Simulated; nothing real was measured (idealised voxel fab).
The name of this process module is voxel self aligned contacts.
The figure presents cross-section cut, which has a width of 240 nm and is divided into square cells with an edge length of 5 nm.
Cross-section spec: square-cell grid; bands listed top down; each band is one or more rows. Per band: top height and bottom height in nm, followed by the left-to-right materials and their widths in nm; "edge to edge" marks a single material spanning edge to edge, "empty" marks empty space. Where do heights start? At 0: under that level the wafer as delivered is made of one material only. And the lowest band has no floor; it just carries on downward, as in "0 down". A width given as "30->40" starts at the first number in the band's top row and ends at the second number in its bottom row, shifting by an equal amount at every step from row to row. "everything unchanged" means the step left every cell of the cross-section as it was. "Enclosed internal cavities" enumerates empty spaces isolated from the top, with no open way to it, that contain at least 8 cells, giving each as width x height at distance from the left edge, all three in nm. If you see something after the settings on a step's line, that's the simulator's own remark about that step. You can add "overlay nm" to a step's line. For a step with a mask, it describes how far the mask lay to the right of its planned position, and a negative number describes a lay to the left.
### Steps in the process plan
| 1 | op RECEIVE | material Si |
| 2 | op OXIDIZE | depth nm 5 |
| 3 | op DIRECTIONAL_DEP | material polySi | thk nm 30 |
| 4 | op DIRECTIONAL_DEP | material SiN | thk nm 20 |
| 5 | op PATTERN | tone cover | mask id GATE | material resist | width nm 35 | pitch nm 70 | thk nm 15 | overlay nm 0 |
| 6 | op DIRECTIONAL_ETCH | etch materials SiN | depth nm 20 |
| 7 | op DIRECTIONAL_ETCH | etch materials polySi | depth nm 30 |
| 8 | op STRIP | etch materials resist |
| 9 | op CONFORMAL_DEP | material SiN | thk nm 10 |
| 10 | op DIRECTIONAL_ETCH | etch materials SiN | depth nm 10 |
| 11 | op FILL_DEP | material SiO2 | thk nm 15 |
| 12 | op CMP | height nm 60 |
| 13 | op DIRECTIONAL_DEP | material aC | thk nm 10 |
| 14 | op PATTERN | tone open | mask id CONTACT | material resist | width nm 55 | pitch nm 70 | thk nm 30 | overlay nm 0 |
| 15 | op DIRECTIONAL_ETCH | etch materials aC | depth nm 10 |
| 16 | op STRIP | etch materials resist |
| 17 | op DIRECTIONAL_ETCH | etch materials SiO2 | depth nm 65 |
| 18 | op STRIP | etch materials aC |
| 19 | op CONFORMAL_DEP | material TiN | thk nm 5 |
| 20 | op FILL_DEP | material W | thk nm 5 |
| 21 | op CMP | height nm 60 |
| 22 | op CONFORMAL_DEP | material SiCN | thk nm 5 |
### Here's what the wafer looked like in cross-section when it arrived - that's after step 1
	0 down = Si edge to edge
	Enclosed internal cavities: none
### Cross-section, first of two wafers, end of module, run as planned
	65 to 60 = SiCN edge to edge
	60 to 50 = SiO2 (55) | TiN (5->25) | W (45->5) | TiN (5->25) | SiO2 (15) | TiN (5->25) | W (45->5) | TiN (5->25) | SiO2 (60)
	50 to 30 = SiO2 (20) | SiN (55) | TiN (5) | W (5) | TiN (5) | SiN (55) | TiN (5) | W (5) | TiN (5) | SiN (55) | SiO2 (25)
	30 to 0 = SiO2 (20) | SiN (10) | polySi (35) | SiN (10) | TiN (5) | W (5) | TiN (5) | SiN (10) | polySi (35) | SiN (10) | TiN (5) | W (5) | TiN (5) | SiN (10) | polySi (35) | SiN (10) | SiO2 (25)
	0 to -5 = SiO2 (75) | TiN (15) | SiO2 (55) | TiN (15) | SiO2 (80)
	-5 down = Si edge to edge
	Enclosed internal cavities: none
### Cross-section, wafer two of two, end of module: same start and plan as wafer one, one error in execution
	65 to 60 = SiCN edge to edge
	60 to 50 = SiO2 (55) | TiN (5->25) | W (45->5) | TiN (5->25) | SiO2 (15) | TiN (5->25) | W (45->5) | TiN (5->25) | SiO2 (60)
	50 to 30 = SiO2 (20) | SiN (55) | TiN (5) | W (5) | TiN (5) | SiN (55) | TiN (5) | W (5) | TiN (5) | SiN (55) | SiO2 (25)
	30 to 5 = SiO2 (20) | SiN (10) | polySi (35) | SiN (10) | TiN (5) | W (5) | TiN (5) | SiN (10) | polySi (35) | SiN (10) | TiN (5) | W (5) | TiN (5) | SiN (10) | polySi (35) | SiN (10) | SiO2 (25)
	5 to 0 = SiO2 (20) | SiN (10) | polySi (35) | SiN (10) | TiN (15) | SiN (10) | polySi (35) | SiN (10) | TiN (15) | SiN (10) | polySi (35) | SiN (10) | SiO2 (25)
	0 down = Si edge to edge
	Enclosed internal cavities: none
What broke from the plan during processing? the plan's step 2 went unexecuted, having been skipped
Final wafer comparison in cells, second versus first, more or fewer per material: 48 more of Si; 42 fewer of SiO2; 4 fewer of TiN; 2 fewer of W
